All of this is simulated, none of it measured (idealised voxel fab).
The process module presented herein is designated voxel lift off.
Section cut is 190 nm wide and gridded with 5 nm square cells.
In this document a cross-section is written as a grid of square cells. It is given as a series of bands, listed from the top down, and a band is one or more rows of cells. Band: top and bottom heights (nm) first, top before bottom; then materials from left to right, widths in nm. "everywhere" marks a sole material filling the band edge to edge. "blank" denotes empty space. The reference from which all heights are counted is 0, the level beneath which the as-received wafer is entirely one material; the lowest band, having no lower bound, proceeds downward and is written after the example "0 and below". Think of "30->40" as a width that walks from the first number to the second as you go down the band, top row to bottom row, taking equal-sized steps from row to row. Where a step carries "nothing changed", the cross-section came out of it unchanged, cell for cell. The list in "Trapped void list" covers empty spaces of 8 cells or more that cannot reach the top through any open way, and it gives each as width x height at distance; the distance is from the left edge, and width, height and distance are in nm. What comes after the settings on a step's line is commentary from the simulator itself on that step. overlay nm: on a step with a mask, how far right of its planned place the mask lay; negative means left.

# This section lists the process steps that were planned
1) RECEIVE,material Si
2) CONFORMAL_DEP,material Al2O3,thk nm 5
3) PATTERN,tone open,mask id LINES,material resist,width nm 30,pitch nm 60,thk nm 20,overlay nm 0
4) DIRECTIONAL_DEP,material Ru,thk nm 5
5) STRIP,etch materials resist
6) CONFORMAL_DEP,material SiCN,thk nm 10

# This is the cross-section of the wafer as we received it, i.e. after step 1
- 0 and below = Si everywhere
- Trapped void list: none

# What the wafer looks like in cross-section after this module, when it starts as shown above and follows the plan above but one mistake is made in running it
- 10 down to 5 = blank=50, then Ru=30, then blank=30, then Ru=30, then blank=50
- 5 down to 0 = Al2O3 everywhere
- 0 and below = Si everywhere
- Trapped void list: none
What was the processing mistake? step 6 of the plan never got run, it was skipped over
